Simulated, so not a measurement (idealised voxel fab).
process module | voxel transistor to metal
cross-section cut | 205 nm wide | cells 5 nm
A cross-section is a grid of square cells, given in bands from the top down. A band is one or more rows of cells.
Each band's line starts with the height of the band's top and of its bottom, in nm. Then come its materials from left to right, each with its width in nm. One material with "throughout" fills the band from edge to edge. "air" is empty space.
Height 0 is the level under which the wafer as received is all one material. The lowest band goes on downwards, as in "0 down".
A width such as "30 to 40" changes by the same amount from each row of cells to the next, from the band's top row to its bottom row.
"no change" after a step means that no cell of the cross-section changed.
closed voids: empty space of 8 cells or more with no open way to the top, each as width x height at its distance from the left edge, in nm
after a step's settings: what the simulator itself notes on the step
overlay nm, on a step with a mask: how far to the right of its planned place the mask lay; to the left if negative
plan
1 op RECEIVE | material Si
2 op CONFORMAL_DEP | material SiO2 | thk nm 5
3 op CONFORMAL_DEP | material SiN | thk nm 15
4 op DIRECTIONAL_DEP | material aC | thk nm 15
5 op PATTERN | tone cover | mask id ACTIVE | material resist | width nm 115 | thk nm 35 | overlay nm 0
6 op DIRECTIONAL_ETCH | etch materials aC | depth nm 15
7 op STRIP | etch materials resist
8 op DIRECTIONAL_ETCH | etch materials SiN | depth nm 15
9 op DIRECTIONAL_ETCH | etch materials SiO2 | depth nm 5
10 op DIRECTIONAL_ETCH | etch materials Si | depth nm 30
11 op STRIP | etch materials aC
12 op OXIDIZE | depth nm 5
13 op FILL_DEP | material SiO2 | thk nm 5
14 op CMP | height nm 20
15 op SELECTIVE_ETCH | etch materials SiO2 | depth nm 15
16 op STRIP | etch materials SiN
17 op SELECTIVE_ETCH | etch materials SiO2 | depth nm 5
18 op OXIDIZE | depth nm 5
19 op DIRECTIONAL_DEP | material polySi | thk nm 20
20 op DIRECTIONAL_DEP | material SiCN | thk nm 15
21 op PATTERN | tone cover | mask id GATE | material resist | width nm 25 | thk nm 20 | overlay nm 0
22 op DIRECTIONAL_ETCH | etch materials SiCN | depth nm 25
23 op DIRECTIONAL_ETCH | etch materials polySi | depth nm 30
24 op STRIP | etch materials resist
25 op CONFORMAL_DEP | material SiO2 | thk nm 5
26 op DIRECTIONAL_ETCH | etch materials SiO2 | depth nm 5
27 op CONFORMAL_DEP | material SiN | thk nm 5
28 op DIRECTIONAL_ETCH | etch materials SiN | depth nm 5
29 op DIRECTIONAL_ETCH | etch materials SiO2 | depth nm 5
30 op DIRECTIONAL_ETCH | etch materials Si | depth nm 10
31 op EPI | material pSi | thk nm 15
32 op FILL_DEP | material SiO2 | thk nm 5
33 op CMP | height nm 35
34 op DIRECTIONAL_DEP | material SiO2 | thk nm 15
35 op PATTERN | tone open | mask id CONTACT | material resist | width nm 20 | pitch nm 75 | thk nm 20 | overlay nm 0
36 op DIRECTIONAL_ETCH | etch materials SiO2 | depth nm 50
37 op STRIP | etch materials resist
38 op CONFORMAL_DEP | material TiN | thk nm 5
39 op FILL_DEP | material Ru | thk nm 5
40 op CMP | height nm 50
41 op CONFORMAL_DEP | material SiN | thk nm 5
42 op DIRECTIONAL_DEP | material lowk | thk nm 15
43 op PATTERN | tone open | mask id METAL_1 | material resist | width nm 20 | pitch nm 75 | thk nm 15 | overlay nm 0
44 op DIRECTIONAL_ETCH | etch materials lowk | depth nm 15
45 op DIRECTIONAL_ETCH | etch materials SiN | depth nm 5
46 op STRIP | etch materials resist
47 op CONFORMAL_DEP | material TiN | thk nm 5
48 op FILL_DEP | material W | thk nm 5
49 op CMP | height nm 70
50 op CONFORMAL_DEP | material SiN | thk nm 5
as received, after step 1
  0 down: Si throughout
  closed voids: none
first wafer at the end, as planned
  75 to 70: SiN throughout
  70 to 55: lowk 55 | TiN 5 | W 10 | TiN 5 | lowk 55 | TiN 5 | W 10 | TiN 5 | lowk 55
  55 to 50: SiN 55 | TiN 20 | SiN 55 | TiN 20 | SiN 55
  50 to 35: SiO2 55 | TiN 5 | Ru 10 | TiN 5 | SiO2 55 | TiN 5 | Ru 10 | TiN 5 | SiO2 55
  35 to 20: SiO2 55 | TiN 5 | Ru 10 | TiN 5 | SiO2 5 | SiN 5 | SiO2 5 | SiCN 25 | SiO2 5 | SiN 5 | SiO2 5 | TiN 5 | Ru 10 | TiN 5 | SiO2 55
  20 to 15: SiO2 55 | TiN 5 | Ru 10 | TiN 5 | SiO2 5 | SiN 5 | SiO2 5 | polySi 25 | SiO2 5 | SiN 5 | SiO2 5 | TiN 5 | Ru 10 | TiN 5 | SiO2 55
  15 to 10: SiO2 55 | TiN 20 | SiO2 5 | SiN 5 | SiO2 5 | polySi 25 | SiO2 5 | SiN 5 | SiO2 5 | TiN 20 | SiO2 55
  10 to 0: SiO2 55 | TiN 10 | pSi 15 | SiN 5 | SiO2 5 | polySi 25 | SiO2 5 | SiN 5 | pSi 15 | TiN 10 | SiO2 55
  0 to -5: SiO2 45 | pSi 35 | SiO2 45 | pSi 35 | SiO2 45
  -5 to -15: SiO2 50 | pSi 30 | Si 45 | pSi 30 | SiO2 50
  -15 to -35: SiO2 50 | Si 105 | SiO2 50
  -35 down: Si throughout
  closed voids: none
second wafer at the end: like start, like plan, one mistake
  75 to 70: SiN throughout
  70 to 55: lowk 55 | TiN 5 | W 10 | TiN 5 | lowk 55 | TiN 5 | W 10 | TiN 5 | lowk 55
  55 to 50: SiN 55 | TiN 20 | SiN 55 | TiN 20 | SiN 55
  50 to 35: SiO2 55 | TiN 5 | Ru 10 | TiN 5 | SiO2 55 | TiN 5 | Ru 10 | TiN 5 | SiO2 55
  35 to 30: SiO2 55 | TiN 5 | Ru 10 | TiN 5 | SiO2 5 | SiN 5 | SiO2 5 | SiCN 25 | SiO2 5 | SiN 5 | SiO2 5 | TiN 5 | Ru 10 | TiN 5 | SiO2 55
  30 to 25: SiO2 55 | TiN 20 | SiO2 5 | SiN 5 | SiO2 5 | SiCN 25 | SiO2 5 | SiN 5 | SiO2 5 | TiN 20 | SiO2 55
  25 to 20: SiCN throughout
  20 to 0: polySi throughout
  0 to -5: SiO2 throughout
  -5 to -35: SiO2 50 | Si 105 | SiO2 50
  -35 down: Si throughout
  closed voids: none
what went wrong: step 20 was run twice
at the end the second wafer has, in cells: 12 fewer of Ru | 24 more of Si | 36 more of SiCN | 10 fewer of SiN | 112 fewer of SiO2 | 20 fewer of TiN | 50 fewer of pSi | 144 more of polySi
